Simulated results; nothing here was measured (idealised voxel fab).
Proc. module: voxel wiring stack
Each square cell in cross-section cut measures 5 nm, and the section as a whole is 230 nm wide.
A cross-section in this document is a grid of square cells, and it is written down as bands, the top band listed before the ones below it; a band is made up of one or more rows of cells.
In this notation a band is specified by the heights of its top and bottom, in that order and in nm, after which its materials appear from left to right, each paired with its width in nm. The word "full width" attached to a single material means that material fills the band from edge to edge; the word "blank" stands for empty space.
A quick word on heights: they are counted from 0, and under that level the wafer as it came to us is one material throughout. The lowest band is different from the rest in having no bottom; it simply continues downward, written as in "z 0 and below".
Quick explanation for "30 to 40": the width changes in equal steps down the rows of cells, from the first number in the band's top row to the second number in its bottom row.
When a step is marked "identical to before", none of the cells in the cross-section changed during that step.
Closed empty spaces (no open way to the top) of 8 cells or more are what "Closed void table" lists, each as width x height at distance from the left edge, nm for all three.
Formally, on a step line, whatever follows the settings is a remark that the simulator itself makes on the step.
A step line may carry the setting "overlay nm", which, for steps involving a mask, states the distance by which the mask lay to the right of its intended position; negative values denote displacement to the left.

SO HERE'S THE LINEUP OF PROCESS STEPS WE PLANNED
1 RECEIVE [material Si]
2 CONFORMAL_DEP [material SiO2] [thk nm 10]
3 DIRECTIONAL_DEP [material TiN] [thk nm 5]
4 DIRECTIONAL_DEP [material W] [thk nm 25]
5 MASKED_ETCH [tone cover] [mask id METAL_1] [width nm 25] [pitch nm 40] [etch materials W] [depth nm 25] [overlay nm 0]
6 MASKED_ETCH [tone cover] [mask id METAL_1] [width nm 25] [pitch nm 40] [etch materials TiN] [depth nm 5] [overlay nm 0]
7 CONFORMAL_DEP [material SiCN] [thk nm 5]
8 FILL_DEP [material lowk] [thk nm 10]
9 CMP [height nm 40]
10 CONFORMAL_DEP [material SiCN] [thk nm 5]
11 DIRECTIONAL_DEP [material SiO2] [thk nm 10]
12 PATTERN [tone open] [mask id PLUG_1] [material resist] [width nm 15] [thk nm 20] [overlay nm 0]
13 DIRECTIONAL_ETCH [etch materials SiO2] [depth nm 10]
14 DIRECTIONAL_ETCH [etch materials SiCN] [depth nm 5]
15 STRIP [etch materials resist]
16 CONFORMAL_DEP [material TiN] [thk nm 5]
17 FILL_DEP [material Ru] [thk nm 5]
18 CMP [height nm 55]
19 CONFORMAL_DEP [material SiCN] [thk nm 5]
20 DIRECTIONAL_DEP [material lowk] [thk nm 25]
21 MASKED_ETCH [tone open] [mask id METAL_2] [width nm 25] [pitch nm 40] [etch materials lowk] [depth nm 25] [overlay nm 0]
22 MASKED_ETCH [tone open] [mask id METAL_2] [width nm 25] [pitch nm 40] [etch materials SiCN] [depth nm 5] [overlay nm 0]
23 CONFORMAL_DEP [material TiN] [thk nm 5]
24 FILL_DEP [material Cu] [thk nm 5]
25 CMP [height nm 85]
26 CONFORMAL_DEP [material SiCN] [thk nm 5]
27 DIRECTIONAL_DEP [material lowk] [thk nm 10]
28 MASKED_ETCH [tone open] [mask id PLUG_2] [width nm 15] [etch materials lowk] [depth nm 10] [overlay nm 0]
29 MASKED_ETCH [tone open] [mask id PLUG_2] [width nm 15] [etch materials SiCN] [depth nm 5] [overlay nm 0]
30 CONFORMAL_DEP [material TiN] [thk nm 5]
31 FILL_DEP [material Cu] [thk nm 5]
32 CMP [height nm 100]
33 DIRECTIONAL_DEP [material TiN] [thk nm 5]
34 DIRECTIONAL_DEP [material W] [thk nm 25]
35 DIRECTIONAL_DEP [material aC] [thk nm 10]
36 PATTERN [tone cover] [mask id METAL_3] [material resist] [width nm 25] [pitch nm 40] [thk nm 25] [overlay nm 0]
37 DIRECTIONAL_ETCH [etch materials aC] [depth nm 10]
38 STRIP [etch materials resist]
39 DIRECTIONAL_ETCH [etch materials W] [depth nm 25]
40 DIRECTIONAL_ETCH [etch materials TiN] [depth nm 5]
41 STRIP [etch materials aC]
42 FILL_DEP [material lowk] [thk nm 10]
43 CMP [height nm 130]
44 CONFORMAL_DEP [material SiCN] [thk nm 5]
45 DIRECTIONAL_DEP [material lowk] [thk nm 10]
46 MASKED_ETCH [tone open] [mask id PLUG_3] [width nm 15] [etch materials lowk] [depth nm 10] [overlay nm 0]
47 MASKED_ETCH [tone open] [mask id PLUG_3] [width nm 15] [etch materials SiCN] [depth nm 5] [overlay nm 0]
48 CONFORMAL_DEP [material TiN] [thk nm 5]
49 FILL_DEP [material W] [thk nm 10]
50 CMP [height nm 145]
51 CONFORMAL_DEP [material SiN] [thk nm 5]
52 DIRECTIONAL_DEP [material SiO2] [thk nm 25]
53 MASKED_ETCH [tone open] [mask id METAL_4] [width nm 25] [pitch nm 40] [etch materials SiO2] [depth nm 25] [overlay nm 0]
54 MASKED_ETCH [tone open] [mask id METAL_4] [width nm 25] [pitch nm 40] [etch materials SiN] [depth nm 5] [overlay nm 0]
55 CONFORMAL_DEP [material TiN] [thk nm 5]
56 FILL_DEP [material Ru] [thk nm 10]
57 CMP [height nm 175]
58 EPI [material Ru] [thk nm 5]
59 FILL_DEP [material SiCN] [thk nm 5]

CROSS-SECTION OF THE WAFER UPON ARRIVAL, REPRESENTING THE STATE REACHED AFTER STEP 1
	z 0 and below | Si full width
	Closed void table: none

FINAL WAFER PROFILE IN CROSS-SECTION AFTER THE MODULE, FROM THE SAME START AND PLAN AS ABOVE, WITH ONE MISTAKE MADE DURING PROCESSING
	z 185 to 180 | SiCN full width
	z 180 to 175 | SiCN (75) | Ru (35) | SiCN (5) | Ru (35) | SiCN (80)
	z 175 to 150 | SiO2 (80) | TiN (5) | Ru (15) | TiN (5) | SiO2 (15) | TiN (5) | Ru (15) | TiN (5) | SiO2 (85)
	z 150 to 145 | SiN (80) | TiN (25) | SiN (15) | TiN (25) | SiN (85)
	z 145 to 140 | lowk (85) | TiN (5) | W (5) | TiN (5) | lowk (130)
	z 140 to 135 | lowk (85) | TiN (15) | lowk (130)
	z 135 to 130 | SiCN (85) | TiN (10) | SiCN (135)
	z 130 to 105 | lowk (80) | W (25) | lowk (15) | W (25) | lowk (85)
	z 105 to 100 | lowk (80) | TiN (25) | lowk (15) | TiN (25) | lowk (85)
	z 100 to 90 | lowk (80) | TiN (5) | Cu (5) | TiN (5) | lowk (135)
	z 90 to 85 | SiCN (80) | TiN (15) | SiCN (135)
	z 85 to 60 | lowk (80) | TiN (5) | Cu (15) | TiN (5) | lowk (15) | TiN (5) | Cu (15) | TiN (5) | lowk (85)
	z 60 to 55 | SiCN (80) | TiN (25) | SiCN (15) | TiN (25) | SiCN (85)
	z 55 to 45 | SiO2 (80) | TiN (5) | Ru (5) | TiN (5) | SiO2 (135)
	z 45 to 40 | SiCN (80) | TiN (15) | SiCN (135)
	z 40 to 15 | lowk (75) | SiCN (5) | W (25) | SiCN (5) | lowk (5) | SiCN (5) | W (25) | SiCN (5) | lowk (80)
	z 15 to 10 | SiCN (80) | TiN (25) | SiCN (15) | TiN (25) | SiCN (85)
	z 10 to 0 | SiO2 full width
	z 0 and below | Si full width
	Closed void table: none
Deviation noted in wafer processing: heads up, step 46 didn't go per plan, it actually ran as MASKED_ETCH [tone open] [mask id PLUG_3] [width nm 15] [etch materials lowk] [depth nm 10] [overlay nm 5]
